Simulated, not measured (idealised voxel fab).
The name of this process module is voxel ribs on slabs.
The width of the displayed cross-section, cut, is 160 nm; its cells are square, with a size of 5 nm.
Just so we're on the same page, the cross-sections are grids of square cells, and they're listed out in bands top to bottom, each band one or more rows deep. Look at the band entry: it leads with the top's height and the bottom's height in nm. Then it lists the materials left to right, with a width in nm for each. The word "full width" on a single material says that material fills the band edge to edge. The word "empty" is empty space. It should be noted that heights are counted from 0, beneath which the wafer as supplied is of one material throughout, and that the lowest band possesses no lower boundary but continues downward, as written in "z 0 and below". So if you see something like "30..40" for the width, read it as the top row of the band sitting at the first number and the bottom row at the second, with every row in between moving by the same amount as the last. For the purposes of this document, the phrase "nothing altered" attached to a step denotes that no cell within the cross-section was modified by that step. Closed-off voids of 8+ cells (no open route to the top) go in "Closed void catalog", written width x height at distance from the left edge, in nm. It should be noted that, on the line of a given step, the content following the step's settings is a remark produced by the simulator itself with respect to that step. Steps that use a mask can have "overlay nm" on their line. It says how far the mask sat to the right of where it was meant to be. Negative means to the left.
[Process steps (planned)]
| 1 | RECEIVE | material Si |
| 2 | DIRECTIONAL_DEP | material SiO2 | thk nm 30 |
| 3 | DIRECTIONAL_DEP | material SiN | thk nm 25 |
| 4 | PATTERN | tone cover | mask id RIB | material resist | width nm 15 | thk nm 15 | overlay nm 0 |
| 5 | DIRECTIONAL_ETCH | etch materials SiN | depth nm 10 |
| 6 | STRIP | etch materials resist |
| 7 | PATTERN | tone cover | mask id SLAB | material resist | width nm 45 | thk nm 20 | overlay nm 0 |
| 8 | DIRECTIONAL_ETCH | etch materials SiN | depth nm 15 |
| 9 | STRIP | etch materials resist |
| 10 | FILL_DEP | material SiO2 | thk nm 25 |
| 11 | CMP | height nm 70 |
| 12 | DIRECTIONAL_DEP | material TiN | thk nm 10 |
| 13 | MASKED_ETCH | tone cover | mask id HEATER | width nm 25 | etch materials TiN | depth nm 10 | overlay nm 0 |
| 14 | CONFORMAL_DEP | material SiN | thk nm 10 |
Wafer-to-wafer difference: width nm, step 7. Common start. Plan = first wafer's value.
[As-received state after step 1, first of several wafers, cross-section]
  z 0 and below  Si full width
  Closed void catalog: none
[Below is a per-wafer table. In it, each row describes the wafer at the end of the module by giving, for each material, the number of cells gained (+) or lost (-) since the wafer was received, and after that the closed voids of the wafer]
width nm 45, +105 SiN, +415 SiO2, +10 TiN, Closed void catalog: none
width nm 50, +108 SiN, +412 SiO2, +10 TiN, Closed void catalog: none
width nm 55, +111 SiN, +409 SiO2, +10 TiN, Closed void catalog: none
width nm 60, +114 SiN, +406 SiO2, +10 TiN, Closed void catalog: none
width nm 65, +117 SiN, +403 SiO2, +10 TiN, Closed void catalog: none
width nm 70, +120 SiN, +400 SiO2, +10 TiN, Closed void catalog: none
